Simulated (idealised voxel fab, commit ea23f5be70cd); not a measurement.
Presented below is a process module, voxel gate over fins.
This is section cut - it's 265 nm across, gridded in 5 nm square cells.
The cross-sections in this document take the form of a grid made of square cells. They are written out as bands, in order from top to bottom. Each band consists of one or more rows of cells. What a band's entry tells you: where the top is and where the bottom is, as heights in nm, and after that what lies inside, material by material from left to right, each with its width in nm. Empty space is written as the word "empty", and a single material marked with the word "all across" occupies the band from edge to edge. Ref level 0: as-received wafer is one material below here. Bottom band extends down with no lower bound ("0 and below"). The notation "30..40" denotes a width that varies across the rows of cells in the band, beginning at the first number in the top row, finishing at the second number in the bottom row, and changing by an identical amount from each row to the next. Basically "identical to before" means that step didn't change any cell in the cross-section. Empty spaces counting at least 8 cells and having no open way to the top are listed in "Enclosed void listing". The notation width x height at distance is used for each, the distance being from the left edge and all three values in nm. What comes after the settings on a step's line is commentary from the simulator itself on that step. On any step carrying a mask, the "overlay nm" setting, if present on the step's line, tells how far right of its planned place the mask lay; negative values point to the left.

# Process steps - plan
1. RECEIVE,material Si
2. CONFORMAL_DEP,material SiN,thk nm 10
3. DIRECTIONAL_DEP,material aC,thk nm 10
4. PATTERN,tone cover,mask id FINS,material resist,width nm 15,pitch nm 50,thk nm 25,overlay nm 0
5. DIRECTIONAL_ETCH,etch materials aC,depth nm 10
6. STRIP,etch materials resist
7. DIRECTIONAL_ETCH,etch materials SiN,depth nm 10
8. DIRECTIONAL_ETCH,etch materials Si,depth nm 30
9. STRIP,etch materials aC
10. FILL_DEP,material SiO2,thk nm 15
11. CMP,height nm 10
12. PATTERN,tone open,mask id RAIL,material resist,width nm 15,thk nm 20,overlay nm 0
13. DIRECTIONAL_ETCH,etch materials SiO2,depth nm 35
14. STRIP,etch materials resist
15. CONFORMAL_DEP,material TiN,thk nm 5
16. FILL_DEP,material Ru,thk nm 5
17. CMP,height nm 10
18. SELECTIVE_ETCH,etch materials W Ru TiN,depth nm 25
19. FILL_DEP,material SiO2,thk nm 5
20. CMP,height nm 10
21. SELECTIVE_ETCH,etch materials SiO2,depth nm 20
22. STRIP,etch materials SiN
23. CONFORMAL_DEP,material HfO2,thk nm 5
24. CONFORMAL_DEP,material TiN,thk nm 5
25. CONFORMAL_DEP,material TiAl,thk nm 5
26. CONFORMAL_DEP,material TiN,thk nm 5
27. FILL_DEP,material W,thk nm 10
28. CMP,height nm 25
29. CONFORMAL_DEP,material SiN,thk nm 5

# Concerning the first of two wafers, which was run in accordance with the plan

# Wafer cross-section on receipt, i.e. after step 1
0 and below = Si all across
Enclosed void listing: none

# After step 2, in cross-section
10 down to 0 = SiN all across
Everything under 0 stays put, no change at all.

# After step 3, in cross-section
20 down to 10 = aC all across
Everything under 10 stays put, no change at all.

# After step 4, in cross-section
45 down to 20 = empty 75; resist 15; empty 35; resist 15; empty 35; resist 15; empty 75
Everything under 20 stays put, no change at all.

# After step 5, in cross-section
35 down to 20 = empty 75; resist 15; empty 35; resist 15; empty 35; resist 15; empty 75
20 down to 10 = empty 75; aC 15; empty 35; aC 15; empty 35; aC 15; empty 75
Everything under 10 stays put, no change at all.

# After step 6, in cross-section
20 down to 10 = empty 75; aC 15; empty 35; aC 15; empty 35; aC 15; empty 75
Everything under 10 stays put, no change at all.

# After step 7, in cross-section
20 down to 10 = empty 75; aC 15; empty 35; aC 15; empty 35; aC 15; empty 75
10 down to 0 = empty 75; SiN 15; empty 35; SiN 15; empty 35; SiN 15; empty 75
Everything under 0 stays put, no change at all.

# After step 8, in cross-section
20 down to 10 = empty 75; aC 15; empty 35; aC 15; empty 35; aC 15; empty 75
10 down to 0 = empty 75; SiN 15; empty 35; SiN 15; empty 35; SiN 15; empty 75
0 down to -30 = empty 75; Si 15; empty 35; Si 15; empty 35; Si 15; empty 75
Everything under -30 stays put, no change at all.

# After step 9, in cross-section
10 down to 0 = empty 75; SiN 15; empty 35; SiN 15; empty 35; SiN 15; empty 75
Everything under 0 stays put, no change at all.

# After step 10, in cross-section
25 down to 10 = SiO2 all across
10 down to 0 = SiO2 75; SiN 15; SiO2 35; SiN 15; SiO2 35; SiN 15; SiO2 75
0 down to -30 = SiO2 75; Si 15; SiO2 35; Si 15; SiO2 35; Si 15; SiO2 75
Everything under -30 stays put, no change at all.

# After step 11, in cross-section
10 down to 0 = SiO2 75; SiN 15; SiO2 35; SiN 15; SiO2 35; SiN 15; SiO2 75
Everything under 0 stays put, no change at all.

# After step 12, in cross-section
30 down to 10 = resist 100; empty 15; resist 150
Everything under 10 stays put, no change at all.

# After step 13, in cross-section
30 down to 10 = resist 100; empty 15; resist 150
10 down to 0 = SiO2 75; SiN 15; SiO2 10; empty 15; SiO2 10; SiN 15; SiO2 35; SiN 15; SiO2 75
0 down to -25 = SiO2 75; Si 15; SiO2 10; empty 15; SiO2 10; Si 15; SiO2 35; Si 15; SiO2 75
Everything under -25 stays put, no change at all.

# After step 14, in cross-section
10 down to 0 = SiO2 75; SiN 15; SiO2 10; empty 15; SiO2 10; SiN 15; SiO2 35; SiN 15; SiO2 75
Everything under 0 stays put, no change at all.

# After step 15, in cross-section
15 down to 10 = TiN 105; empty 5; TiN 155
10 down to 0 = SiO2 75; SiN 15; SiO2 10; TiN 5; empty 5; TiN 5; SiO2 10; SiN 15; SiO2 35; SiN 15; SiO2 75
0 down to -20 = SiO2 75; Si 15; SiO2 10; TiN 5; empty 5; TiN 5; SiO2 10; Si 15; SiO2 35; Si 15; SiO2 75
-20 down to -25 = SiO2 75; Si 15; SiO2 10; TiN 15; SiO2 10; Si 15; SiO2 35; Si 15; SiO2 75
Everything under -25 stays put, no change at all.

# After step 16, in cross-section
20 down to 15 = Ru all across
15 down to 10 = TiN 105; Ru 5; TiN 155
10 down to 0 = SiO2 75; SiN 15; SiO2 10; TiN 5; Ru 5; TiN 5; SiO2 10; SiN 15; SiO2 35; SiN 15; SiO2 75
0 down to -20 = SiO2 75; Si 15; SiO2 10; TiN 5; Ru 5; TiN 5; SiO2 10; Si 15; SiO2 35; Si 15; SiO2 75
Everything under -20 stays put, no change at all.

# After step 17, in cross-section
10 down to 0 = SiO2 75; SiN 15; SiO2 10; TiN 5; Ru 5; TiN 5; SiO2 10; SiN 15; SiO2 35; SiN 15; SiO2 75
Everything under 0 stays put, no change at all.

# After step 18, in cross-section
10 down to 0 = SiO2 75; SiN 15; SiO2 10; empty 15; SiO2 10; SiN 15; SiO2 35; SiN 15; SiO2 75
0 down to -15 = SiO2 75; Si 15; SiO2 10; empty 15; SiO2 10; Si 15; SiO2 35; Si 15; SiO2 75
Everything under -15 stays put, no change at all.

# After step 19, in cross-section
15 down to 10 = SiO2 all across
10 down to 0 = SiO2 75; SiN 15; SiO2 35; SiN 15; SiO2 35; SiN 15; SiO2 75
0 down to -15 = SiO2 75; Si 15; SiO2 35; Si 15; SiO2 35; Si 15; SiO2 75
Everything under -15 stays put, no change at all.

# After step 20, in cross-section
10 down to 0 = SiO2 75; SiN 15; SiO2 35; SiN 15; SiO2 35; SiN 15; SiO2 75
Everything under 0 stays put, no change at all.

# After step 21, in cross-section
10 down to 0 = empty 75; SiN 15; empty 35; SiN 15; empty 35; SiN 15; empty 75
0 down to -10 = empty 75; Si 15; empty 35; Si 15; empty 35; Si 15; empty 75
Everything under -10 stays put, no change at all.

# After step 22, in cross-section
0 down to -10 = empty 75; Si 15; empty 35; Si 15; empty 35; Si 15; empty 75
Everything under -10 stays put, no change at all.

# After step 23, in cross-section
5 down to 0 = empty 70; HfO2 25; empty 25; HfO2 25; empty 25; HfO2 25; empty 70
0 down to -5 = empty 70; HfO2 5; Si 15; HfO2 5; empty 25; HfO2 5; Si 15; HfO2 5; empty 25; HfO2 5; Si 15; HfO2 5; empty 70
-5 down to -10 = HfO2 75; Si 15; HfO2 35; Si 15; HfO2 35; Si 15; HfO2 75
Everything under -10 stays put, no change at all.

# After step 24, in cross-section
10 down to 5 = empty 65; TiN 35; empty 15; TiN 35; empty 15; TiN 35; empty 65
5 down to 0 = empty 65; TiN 5; HfO2 25; TiN 5; empty 15; TiN 5; HfO2 25; TiN 5; empty 15; TiN 5; HfO2 25; TiN 5; empty 65
0 down to -5 = TiN 70; HfO2 5; Si 15; HfO2 5; TiN 25; HfO2 5; Si 15; HfO2 5; TiN 25; HfO2 5; Si 15; HfO2 5; TiN 70
Everything under -5 stays put, no change at all.

# After step 25, in cross-section
15 down to 10 = empty 60; TiAl 45; empty 5; TiAl 45; empty 5; TiAl 45; empty 60
10 down to 5 = empty 60; TiAl 5; TiN 35; TiAl 5; empty 5; TiAl 5; TiN 35; TiAl 5; empty 5; TiAl 5; TiN 35; TiAl 5; empty 60
5 down to 0 = TiAl 65; TiN 5; HfO2 25; TiN 5; TiAl 15; TiN 5; HfO2 25; TiN 5; TiAl 15; TiN 5; HfO2 25; TiN 5; TiAl 65
Everything under 0 stays put, no change at all.

# After step 26, in cross-section
20 down to 15 = empty 55; TiN 155; empty 55
15 down to 10 = empty 55; TiN 5; TiAl 45; TiN 5; TiAl 45; TiN 5; TiAl 45; TiN 5; empty 55
10 down to 5 = TiN 60; TiAl 5; TiN 35; TiAl 5; TiN 5; TiAl 5; TiN 35; TiAl 5; TiN 5; TiAl 5; TiN 35; TiAl 5; TiN 60
Everything under 5 stays put, no change at all.

# After step 27, in cross-section
30 down to 20 = W all across
20 down to 15 = W 55; TiN 155; W 55
15 down to 10 = W 55; TiN 5; TiAl 45; TiN 5; TiAl 45; TiN 5; TiAl 45; TiN 5; W 55
Everything under 10 stays put, no change at all.

# After step 28, in cross-section
25 down to 20 = W all across
Everything under 20 stays put, no change at all.

# After step 29, in cross-section
30 down to 25 = SiN all across
Everything under 25 stays put, no change at all.

# The second wafer began exactly as the first did and followed the same plan, but one mistake was made while running it; through step 18 inclusive, the two wafers are identical

# Second wafer, cross-section, planned end of step 19
15 down to 10 = Ru all across
10 down to 0 = SiO2 75; SiN 15; SiO2 10; Ru 15; SiO2 10; SiN 15; SiO2 35; SiN 15; SiO2 75
0 down to -15 = SiO2 75; Si 15; SiO2 10; Ru 15; SiO2 10; Si 15; SiO2 35; Si 15; SiO2 75
Everything under -15 stays put, no change at all.

# Second wafer, cross-section, planned end of step 20
10 down to 0 = SiO2 75; SiN 15; SiO2 10; Ru 15; SiO2 10; SiN 15; SiO2 35; SiN 15; SiO2 75
Everything under 0 stays put, no change at all.

# Second wafer, cross-section, planned end of step 21
10 down to 0 = empty 75; SiN 15; empty 10; Ru 15; empty 10; SiN 15; empty 35; SiN 15; empty 75
0 down to -10 = empty 75; Si 15; empty 10; Ru 15; empty 10; Si 15; empty 35; Si 15; empty 75
Everything under -10 stays put, no change at all.

# Second wafer, cross-section, planned end of step 22
10 down to 0 = empty 100; Ru 15; empty 150
Everything under 0 stays put, no change at all.

# Second wafer, cross-section, planned end of step 23
15 down to 10 = empty 95; HfO2 25; empty 145
10 down to 5 = empty 95; HfO2 5; Ru 15; HfO2 5; empty 145
5 down to 0 = empty 70; HfO2 30; Ru 15; HfO2 30; empty 25; HfO2 25; empty 70
0 down to -5 = empty 70; HfO2 5; Si 15; HfO2 10; Ru 15; HfO2 10; Si 15; HfO2 5; empty 25; HfO2 5; Si 15; HfO2 5; empty 70
-5 down to -10 = HfO2 75; Si 15; HfO2 10; Ru 15; HfO2 10; Si 15; HfO2 35; Si 15; HfO2 75
Everything under -10 stays put, no change at all.

# Second wafer, cross-section, planned end of step 24
20 down to 15 = empty 90; TiN 35; empty 140
15 down to 10 = empty 90; TiN 5; HfO2 25; TiN 5; empty 140
10 down to 5 = empty 65; TiN 30; HfO2 5; Ru 15; HfO2 5; TiN 30; empty 15; TiN 35; empty 65
5 down to 0 = empty 65; TiN 5; HfO2 30; Ru 15; HfO2 30; TiN 5; empty 15; TiN 5; HfO2 25; TiN 5; empty 65
0 down to -5 = TiN 70; HfO2 5; Si 15; HfO2 10; Ru 15; HfO2 10; Si 15; HfO2 5; TiN 25; HfO2 5; Si 15; HfO2 5; TiN 70
Everything under -5 stays put, no change at all.

# Second wafer, cross-section, planned end of step 25
25 down to 20 = empty 85; TiAl 45; empty 135
20 down to 15 = empty 85; TiAl 5; TiN 35; TiAl 5; empty 135
15 down to 10 = empty 60; TiAl 30; TiN 5; HfO2 25; TiN 5; TiAl 30; empty 5; TiAl 45; empty 60
10 down to 5 = empty 60; TiAl 5; TiN 30; HfO2 5; Ru 15; HfO2 5; TiN 30; TiAl 5; empty 5; TiAl 5; TiN 35; TiAl 5; empty 60
5 down to 0 = TiAl 65; TiN 5; HfO2 30; Ru 15; HfO2 30; TiN 5; TiAl 15; TiN 5; HfO2 25; TiN 5; TiAl 65
Everything under 0 stays put, no change at all.

# Second wafer, cross-section, planned end of step 26
30 down to 25 = empty 80; TiN 55; empty 130
25 down to 20 = empty 80; TiN 5; TiAl 45; TiN 5; empty 130
20 down to 15 = empty 55; TiN 30; TiAl 5; TiN 35; TiAl 5; TiN 80; empty 55
15 down to 10 = empty 55; TiN 5; TiAl 30; TiN 5; HfO2 25; TiN 5; TiAl 30; TiN 5; TiAl 45; TiN 5; empty 55
10 down to 5 = TiN 60; TiAl 5; TiN 30; HfO2 5; Ru 15; HfO2 5; TiN 30; TiAl 5; TiN 5; TiAl 5; TiN 35; TiAl 5; TiN 60
Everything under 5 stays put, no change at all.

# Second wafer, cross-section, planned end of step 27
40 down to 30 = W all across
30 down to 25 = W 80; TiN 55; W 130
25 down to 20 = W 80; TiN 5; TiAl 45; TiN 5; W 130
20 down to 15 = W 55; TiN 30; TiAl 5; TiN 35; TiAl 5; TiN 80; W 55
15 down to 10 = W 55; TiN 5; TiAl 30; TiN 5; HfO2 25; TiN 5; TiAl 30; TiN 5; TiAl 45; TiN 5; W 55
Everything under 10 stays put, no change at all.

# Second wafer, cross-section, planned end of step 28
25 down to 20 = W 80; TiN 5; TiAl 45; TiN 5; W 130
Everything under 20 stays put, no change at all.

# Second wafer, cross-section, planned end of step 29
30 down to 25 = SiN all across
Everything under 25 stays put, no change at all.
Heads up, the wafer didn't run the way we planned it: step 19 ran with different settings than intended, the actual operation and settings being FILL_DEP,material Ru,thk nm 5
Upon completion, the second wafer contains, in terms of cells, a greater or smaller amount of certain materials than the first wafer: HfO2 +8; Ru +15; SiO2 -3; TiN -9; W -11
